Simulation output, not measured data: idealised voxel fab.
Herein follows the process module entitled voxel transistor to metal.
This is section cut - it's 215 nm across, gridded in 5 nm square cells.
A cross-section is written here as square cells arranged in a grid, and it is given in bands from the top down, each band taking up one or more rows of cells.
A band entry consists of two parts. The first gives the height of the band's top and the height of its bottom, in nm. The rest lists the band's materials from left to right, each with its width in nm. A single material labelled with the word "edge to edge" fills the band from edge to edge, and the word "air" marks empty space.
Ref level 0: as-received wafer is one material below here. Bottom band extends down with no lower bound ("z 0 and below").
Top row gets the first number, bottom row gets the second, and each row in between changes by the same step: that is how a band width like "30->40" works.
Where the words "nothing got changed" appear for a step, the cross-section shows no cell changed by that step; every cell remained as before.
This entry, "Fully sealed voids", enumerates those empty regions of no fewer than 8 cells that possess no open connection to the top. Each region is reported in the form width x height at distance, the distance being taken from the left edge, with all three quantities expressed in nm.
Post-settings text on a step line: simulator's own remark regarding the step.
On any step carrying a mask, the "overlay nm" setting, if present on the step's line, tells how far right of its planned place the mask lay; negative values point to the left.

Steps planned for the process
1) RECEIVE (material Si)
2) CONFORMAL_DEP (material SiO2; thk nm 5)
3) CONFORMAL_DEP (material SiN; thk nm 10)
4) PATTERN (tone cover; mask id ACTIVE; material resist; width nm 110; thk nm 15; overlay nm 0)
5) DIRECTIONAL_ETCH (etch materials SiN; depth nm 10)
6) DIRECTIONAL_ETCH (etch materials SiO2; depth nm 5)
7) DIRECTIONAL_ETCH (etch materials Si; depth nm 20)
8) STRIP (etch materials resist)
9) OXIDIZE (depth nm 5)
10) FILL_DEP (material SiO2; thk nm 15)
11) CMP (height nm 15)
12) SELECTIVE_ETCH (etch materials SiO2; depth nm 5)
13) STRIP (etch materials SiN)
14) SELECTIVE_ETCH (etch materials SiO2; depth nm 5)
15) OXIDIZE (depth nm 5)
16) DIRECTIONAL_DEP (material polySi; thk nm 30)
17) DIRECTIONAL_DEP (material SiCN; thk nm 10)
18) PATTERN (tone cover; mask id GATE; material resist; width nm 20; thk nm 15; overlay nm 0)
19) DIRECTIONAL_ETCH (etch materials SiCN; depth nm 20)
20) DIRECTIONAL_ETCH (etch materials polySi; depth nm 40)
21) STRIP (etch materials resist)
22) CONFORMAL_DEP (material SiN; thk nm 10)
23) DIRECTIONAL_ETCH (etch materials SiN; depth nm 10)
24) DIRECTIONAL_ETCH (etch materials SiO2; depth nm 5)
25) DIRECTIONAL_ETCH (etch materials Si; depth nm 10)
26) EPI (material pSi; thk nm 10)
27) FILL_DEP (material SiO2; thk nm 5)
28) CMP (height nm 40)
29) DIRECTIONAL_DEP (material SiO2; thk nm 10)
30) PATTERN (tone open; mask id CONTACT; material resist; width nm 20; pitch nm 80; thk nm 20; overlay nm 0)
31) DIRECTIONAL_ETCH (etch materials SiO2; depth nm 55)
32) STRIP (etch materials resist)
33) CONFORMAL_DEP (material TiN; thk nm 5)
34) FILL_DEP (material Ru; thk nm 5)
35) CMP (height nm 50)
36) CONFORMAL_DEP (material SiCN; thk nm 5)
37) DIRECTIONAL_DEP (material lowk; thk nm 20)
38) PATTERN (tone open; mask id METAL_1; material resist; width nm 20; pitch nm 80; thk nm 15; overlay nm 0)
39) DIRECTIONAL_ETCH (etch materials lowk; depth nm 20)
40) DIRECTIONAL_ETCH (etch materials SiCN; depth nm 5)
41) STRIP (etch materials resist)
42) CONFORMAL_DEP (material TiN; thk nm 5)
43) FILL_DEP (material Cu; thk nm 10)
44) CMP (height nm 75)
45) CONFORMAL_DEP (material SiCN; thk nm 5)
46) DIRECTIONAL_DEP (material SiO2; thk nm 35)
47) DIRECTIONAL_DEP (material aC; thk nm 15)
48) PATTERN (tone open; mask id METAL_2_HOLES; material resist; width nm 15; pitch nm 80; thk nm 35; overlay nm 0)
49) DIRECTIONAL_ETCH (etch materials aC; depth nm 15)
50) STRIP (etch materials resist)
51) DIRECTIONAL_ETCH (etch materials SiO2; depth nm 35)
52) STRIP (etch materials aC)
53) MASKED_ETCH (tone open; mask id METAL_2; width nm 20; pitch nm 80; etch materials SiO2; depth nm 20; overlay nm 0)
54) MASKED_ETCH (tone open; mask id METAL_2; width nm 20; pitch nm 80; etch materials SiCN; depth nm 5; overlay nm 0)
55) CONFORMAL_DEP (material TiN; thk nm 5)
56) FILL_DEP (material Ru; thk nm 5)
57) CMP (height nm 115)
58) CONFORMAL_DEP (material SiCN; thk nm 5)

Wafer as received: cross-section following step 1
  z 0 and below | Si edge to edge
  Fully sealed voids: none

Figure: cross-sectional view of the wafer upon completion of the module, processed from the initial state and according to the plan depicted above, with one error introduced during execution
  z 120 to 115 | SiCN edge to edge
  z 115 to 100 | SiO2 (55); TiN (5); Ru (10); TiN (5); SiO2 (60); TiN (5); Ru (10); TiN (5); SiO2 (60)
  z 100 to 95 | SiO2 (55); TiN (5); Ru (5); TiN (10); SiO2 (60); TiN (5); Ru (5); TiN (10); SiO2 (60)
  z 95 to 80 | SiO2 (55); TiN (5); Ru (5); TiN (5); SiO2 (65); TiN (5); Ru (5); TiN (5); SiO2 (65)
  z 80 to 75 | SiCN (55); TiN (15); SiCN (65); TiN (15); SiCN (65)
  z 75 to 55 | lowk (55); TiN (5); Cu (10); TiN (5); lowk (60); TiN (5); Cu (10); TiN (5); lowk (60)
  z 55 to 50 | SiCN (55); TiN (20); SiCN (60); TiN (20); SiCN (60)
  z 50 to 40 | SiO2 (55); TiN (5); Ru (10); TiN (5); SiO2 (60); TiN (5); Ru (10); TiN (5); SiO2 (60)
  z 40 to 30 | SiO2 (55); TiN (5); Ru (10); TiN (5); SiO2 (10); SiN (10); SiCN (20); SiN (10); SiO2 (10); TiN (5); Ru (10); TiN (5); SiO2 (60)
  z 30 to 10 | SiO2 (55); TiN (5); Ru (10); TiN (5); SiO2 (10); SiN (10); polySi (20); SiN (10); SiO2 (10); TiN (5); Ru (10); TiN (5); SiO2 (60)
  z 10 to 5 | SiO2 (55); TiN (10); Ru (5); TiN (5); SiO2 (10); SiN (10); polySi (20); SiN (10); SiO2 (10); TiN (5); Ru (5); TiN (10); SiO2 (60)
  z 5 to 0 | SiO2 (50); SiN (10); TiN (5); Ru (5); TiN (5); pSi (10); SiN (10); polySi (20); SiN (10); pSi (10); TiN (5); Ru (5); TiN (5); SiN (10); SiO2 (55)
  z 0 to -5 | SiO2 (60); TiN (15); pSi (10); SiO2 (40); pSi (10); TiN (15); SiO2 (65)
  z -5 to -15 | SiO2 (60); pSi (25); Si (40); pSi (25); SiO2 (65)
  z -15 to -25 | SiO2 (60); Si (90); SiO2 (65)
  z -25 and below | Si edge to edge
  Fully sealed voids: none
It is concluded that the wafer was processed incorrectly with respect to the plan, in that step 4 was processed under conditions differing from the plan, specifically as PATTERN (tone cover; mask id ACTIVE; material resist; width nm 100; thk nm 15; overlay nm 0)
